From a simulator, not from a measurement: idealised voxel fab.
process module | voxel wiring stack
cross-section cut | 155 nm wide | cells 5 nm
A cross-section is a grid of square cells, given in bands from the top down. A band is one or more rows of cells.
Each band's line starts with the height of the band's top and of its bottom, in nm. Then come its materials from left to right, each with its width in nm. One material with "throughout" fills the band from edge to edge. "air" is empty space.
Height 0 is the level under which the wafer as received is all one material. The lowest band goes on downwards, as in "0 down".
A width such as "30 to 40" changes by the same amount from each row of cells to the next, from the band's top row to its bottom row.
"no change" after a step means that no cell of the cross-section changed.
closed voids: empty space of 8 cells or more with no open way to the top, each as width x height at its distance from the left edge, in nm
after a step's settings: what the simulator itself notes on the step
overlay nm, on a step with a mask: how far to the right of its planned place the mask lay; to the left if negative
plan
1 op RECEIVE | material Si
2 op CONFORMAL_DEP | material SiO2 | thk nm 10
3 op CONFORMAL_DEP | material SiN | thk nm 5
4 op DIRECTIONAL_DEP | material SiO2 | thk nm 15
5 op MASKED_ETCH | tone open | mask id METAL_1 | width nm 30 | pitch nm 60 | etch materials SiO2 | depth nm 15 | overlay nm 0
6 op MASKED_ETCH | tone open | mask id METAL_1 | width nm 30 | pitch nm 60 | etch materials SiN | depth nm 5 | overlay nm 0
7 op CONFORMAL_DEP | material TiN | thk nm 5
8 op FILL_DEP | material Ru | thk nm 10
9 op CMP | height nm 30
10 op CONFORMAL_DEP | material SiCN | thk nm 5
11 op DIRECTIONAL_DEP | material lowk | thk nm 15
12 op DIRECTIONAL_DEP | material aC | thk nm 10
13 op PATTERN | tone open | mask id PLUG_1 | material resist | width nm 15 | thk nm 30 | overlay nm 0
14 op DIRECTIONAL_ETCH | etch materials aC | depth nm 10
15 op STRIP | etch materials resist
16 op DIRECTIONAL_ETCH | etch materials lowk | depth nm 15
17 op DIRECTIONAL_ETCH | etch materials SiCN | depth nm 5
18 op STRIP | etch materials aC
19 op CONFORMAL_DEP | material TiN | thk nm 5
20 op FILL_DEP | material Cu | thk nm 5
21 op CMP | height nm 50
22 op DIRECTIONAL_DEP | material TiN | thk nm 5
23 op DIRECTIONAL_DEP | material W | thk nm 25
24 op PATTERN | tone cover | mask id METAL_2 | material resist | width nm 30 | pitch nm 60 | thk nm 20 | overlay nm 0
25 op DIRECTIONAL_ETCH | etch materials W | depth nm 25
26 op DIRECTIONAL_ETCH | etch materials TiN | depth nm 5
27 op STRIP | etch materials resist
28 op FILL_DEP | material lowk | thk nm 10
29 op CMP | height nm 80
30 op CONFORMAL_DEP | material SiCN | thk nm 5
31 op DIRECTIONAL_DEP | material SiO2 | thk nm 30
32 op MASKED_ETCH | tone open | mask id METAL_3_HOLES | width nm 15 | etch materials SiO2 | depth nm 30 | overlay nm 0
33 op MASKED_ETCH | tone open | mask id METAL_3 | width nm 30 | pitch nm 60 | etch materials SiO2 | depth nm 20 | overlay nm 0
34 op MASKED_ETCH | tone open | mask id METAL_3 | width nm 30 | pitch nm 60 | etch materials SiCN | depth nm 5 | overlay nm 0
35 op CONFORMAL_DEP | material TiN | thk nm 5
36 op FILL_DEP | material Ru | thk nm 10
37 op CMP | height nm 115
38 op CONFORMAL_DEP | material SiCN | thk nm 5
39 op DIRECTIONAL_DEP | material lowk | thk nm 10
40 op PATTERN | tone open | mask id PLUG_3 | material resist | width nm 15 | pitch nm 60 | thk nm 15 | overlay nm 0
41 op DIRECTIONAL_ETCH | etch materials lowk | depth nm 10
42 op DIRECTIONAL_ETCH | etch materials SiCN | depth nm 5
43 op STRIP | etch materials resist
44 op EPI | material Ru | thk nm 10
45 op EPI | material Ru | thk nm 5
46 op CONFORMAL_DEP | material SiCN | thk nm 5
47 op DIRECTIONAL_DEP | material lowk | thk nm 20
48 op PATTERN | tone open | mask id METAL_4 | material resist | width nm 30 | pitch nm 60 | thk nm 15 | overlay nm 0
49 op DIRECTIONAL_ETCH | etch materials lowk | depth nm 20
50 op DIRECTIONAL_ETCH | etch materials SiCN | depth nm 5
51 op STRIP | etch materials resist
52 op CONFORMAL_DEP | material TiN | thk nm 5
53 op FILL_DEP | material Cu | thk nm 5
54 op CMP | height nm 155
55 op CONFORMAL_DEP | material SiCN | thk nm 5
as received, after step 1
  0 down: Si throughout
  closed voids: none
a wafer at the end: this start, this plan, one mistake
  160 to 155: SiCN throughout
  155 to 135: lowk 30 | TiN 5 | Cu 20 | TiN 5 | lowk 30 | TiN 5 | Cu 20 | TiN 5 | lowk 35
  135 to 130: SiCN 30 | TiN 30 | SiCN 30 | TiN 30 | SiCN 35
  130 to 120: lowk 30 | Ru 15 | lowk 45 | Ru 15 | lowk 50
  120 to 115: SiCN 30 | Ru 15 | SiCN 45 | Ru 15 | SiCN 50
  115 to 100: SiO2 30 | TiN 5 | Ru 20 | TiN 5 | SiO2 30 | TiN 5 | Ru 20 | TiN 5 | SiO2 35
  100 to 95: SiO2 30 | TiN 5 | Ru 5 | TiN 20 | SiO2 30 | TiN 30 | SiO2 35
  95 to 85: SiO2 30 | TiN 5 | Ru 5 | TiN 5 | SiO2 110
  85 to 80: SiCN 30 | TiN 15 | SiCN 110
  80 to 75: lowk throughout
  75 to 50: lowk 30 | W 30 | lowk 30 | W 30 | lowk 35
  50 to 45: lowk 30 | TiN 30 | lowk 30 | TiN 30 | lowk 35
  45 to 35: lowk 30 | TiN 5 | Cu 5 | TiN 5 | lowk 110
  35 to 30: SiCN 30 | TiN 15 | SiCN 110
  30 to 15: SiO2 30 | TiN 5 | Ru 20 | TiN 5 | SiO2 30 | TiN 5 | Ru 20 | TiN 5 | SiO2 35
  15 to 10: SiN 30 | TiN 30 | SiN 30 | TiN 30 | SiN 35
  10 to 0: SiO2 throughout
  0 down: Si throughout
  closed voids: none
what went wrong: step 21 ran as: op CMP | height nm 45
